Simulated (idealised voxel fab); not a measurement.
process module | voxel transistor to metal
cross-section cut | 160 nm wide | cells 5 nm
A cross-section is a grid of square cells, given in bands from the top down. A band is one or more rows of cells.
Each band's line starts with the height of the band's top and of its bottom, in nm. Then come its materials from left to right, each with its width in nm. One material with "throughout" fills the band from edge to edge. "air" is empty space.
Height 0 is the level under which the wafer as received is all one material. The lowest band goes on downwards, as in "0 down".
A width such as "30 to 40" changes by the same amount from each row of cells to the next, from the band's top row to its bottom row.
"no change" after a step means that no cell of the cross-section changed.
closed voids: empty space of 8 cells or more with no open way to the top, each as width x height at its distance from the left edge, in nm
after a step's settings: what the simulator itself notes on the step
overlay nm, on a step with a mask: how far to the right of its planned place the mask lay; to the left if negative
plan
1 op RECEIVE | material Si
2 op CONFORMAL_DEP | material SiO2 | thk nm 5
3 op CONFORMAL_DEP | material SiN | thk nm 10
4 op MASKED_ETCH | tone cover | mask id ACTIVE | width nm 100 | etch materials SiN | depth nm 10 | overlay nm 0
5 op MASKED_ETCH | tone cover | mask id ACTIVE | width nm 100 | etch materials SiO2 | depth nm 5 | overlay nm 0
6 op MASKED_ETCH | tone cover | mask id ACTIVE | width nm 100 | etch materials Si | depth nm 20 | overlay nm 0
7 op OXIDIZE | depth nm 5
8 op FILL_DEP | material SiO2 | thk nm 5
9 op CMP | height nm 15
10 op SELECTIVE_ETCH | etch materials SiO2 | depth nm 10
11 op STRIP | etch materials SiN
12 op SELECTIVE_ETCH | etch materials SiO2 | depth nm 5
13 op OXIDIZE | depth nm 5
14 op DIRECTIONAL_DEP | material polySi | thk nm 20
15 op DIRECTIONAL_DEP | material SiCN | thk nm 10
16 op DIRECTIONAL_DEP | material aC | thk nm 15
17 op PATTERN | tone cover | mask id GATE | material resist | width nm 30 | thk nm 30 | overlay nm 0
18 op DIRECTIONAL_ETCH | etch materials aC | depth nm 15
19 op STRIP | etch materials resist
20 op DIRECTIONAL_ETCH | etch materials SiCN | depth nm 20
21 op DIRECTIONAL_ETCH | etch materials polySi | depth nm 30
22 op STRIP | etch materials aC
23 op CONFORMAL_DEP | material SiO2 | thk nm 5
24 op DIRECTIONAL_ETCH | etch materials SiO2 | depth nm 5
25 op CONFORMAL_DEP | material SiN | thk nm 10
26 op DIRECTIONAL_ETCH | etch materials SiN | depth nm 10
27 op DIRECTIONAL_ETCH | etch materials SiO2 | depth nm 5
28 op DIRECTIONAL_ETCH | etch materials Si | depth nm 15
29 op EPI | material SiGe | thk nm 20
30 op FILL_DEP | material SiO2 | thk nm 5
31 op CMP | height nm 20
32 op STRIP | etch materials polySi
33 op SELECTIVE_ETCH | etch materials SiO2 | depth nm 5
34 op CONFORMAL_DEP | material HfO2 | thk nm 5
35 op CONFORMAL_DEP | material TiN | thk nm 5
36 op FILL_DEP | material W | thk nm 5
37 op CMP | height nm 15
38 op DIRECTIONAL_DEP | material SiO2 | thk nm 15
39 op MASKED_ETCH | tone open | mask id CONTACT | width nm 15 | pitch nm 75 | etch materials SiO2 | depth nm 15 | overlay nm 0
40 op CONFORMAL_DEP | material TiN | thk nm 5
41 op FILL_DEP | material Ru | thk nm 10
42 op CMP | height nm 30
43 op DIRECTIONAL_DEP | material TiN | thk nm 5
44 op DIRECTIONAL_DEP | material W | thk nm 15
45 op DIRECTIONAL_DEP | material aC | thk nm 15
46 op PATTERN | tone cover | mask id METAL_1 | material resist | width nm 15 | pitch nm 75 | thk nm 30 | overlay nm 0
47 op DIRECTIONAL_ETCH | etch materials aC | depth nm 15
48 op STRIP | etch materials resist
49 op DIRECTIONAL_ETCH | etch materials W | depth nm 15
50 op DIRECTIONAL_ETCH | etch materials TiN | depth nm 5
51 op STRIP | etch materials aC
52 op FILL_DEP | material lowk | thk nm 10
53 op CMP | height nm 50
54 op CONFORMAL_DEP | material SiN | thk nm 5
as received, after step 1
  0 down: Si throughout
  closed voids: none
first wafer at the end, as planned
  55 to 50: SiN throughout
  50 to 35: lowk 35 | W 15 | lowk 60 | W 15 | lowk 35
  35 to 30: lowk 35 | TiN 15 | lowk 60 | TiN 15 | lowk 35
  30 to 20: SiO2 35 | TiN 5 | Ru 5 | TiN 5 | SiO2 60 | TiN 5 | Ru 5 | TiN 5 | SiO2 35
  20 to 15: SiO2 35 | TiN 15 | SiO2 60 | TiN 15 | SiO2 35
  15 to 5: SiO2 30 | SiGe 20 | SiN 10 | HfO2 5 | TiN 5 | W 20 | TiN 5 | HfO2 5 | SiN 10 | SiGe 20 | SiO2 30
  5 to 0: SiO2 30 | SiGe 20 | SiN 10 | HfO2 5 | TiN 30 | HfO2 5 | SiN 10 | SiGe 20 | SiO2 30
  0 to -5: SiO2 30 | SiGe 20 | SiO2 10 | HfO2 40 | SiO2 10 | SiGe 20 | SiO2 30
  -5 to -20: SiO2 35 | SiGe 15 | Si 60 | SiGe 15 | SiO2 35
  -20 to -25: SiO2 35 | Si 90 | SiO2 35
  -25 down: Si throughout
  closed voids: none
second wafer at the end: like start, like plan, one mistake
  55 to 50: SiN throughout
  50 to 35: lowk 35 | W 15 | lowk 60 | W 15 | lowk 35
  35 to 30: lowk 35 | TiN 15 | lowk 60 | TiN 15 | lowk 35
  30 to 20: SiO2 35 | TiN 5 | Ru 5 | TiN 5 | SiO2 60 | TiN 5 | Ru 5 | TiN 5 | SiO2 35
  20 to 15: SiO2 35 | TiN 15 | SiO2 60 | TiN 15 | SiO2 35
  15 to 5: SiO2 30 | SiGe 20 | SiN 10 | HfO2 5 | TiN 5 | W 20 | TiN 5 | HfO2 5 | SiN 10 | SiGe 20 | SiO2 30
  5 to 0: SiO2 30 | SiGe 20 | SiN 10 | HfO2 5 | TiN 30 | HfO2 5 | SiN 10 | SiGe 20 | SiO2 30
  0 to -5: SiO2 30 | SiGe 20 | SiO2 10 | HfO2 40 | SiO2 10 | SiGe 20 | SiO2 30
  -5 to -20: SiO2 35 | SiGe 15 | Si 60 | SiGe 15 | SiO2 35
  -20 to -45: SiO2 35 | Si 90 | SiO2 35
  -45 down: Si throughout
  closed voids: none
what went wrong: step 6 was run twice
at the end the second wafer has, in cells: 56 fewer of Si | 56 more of SiO2
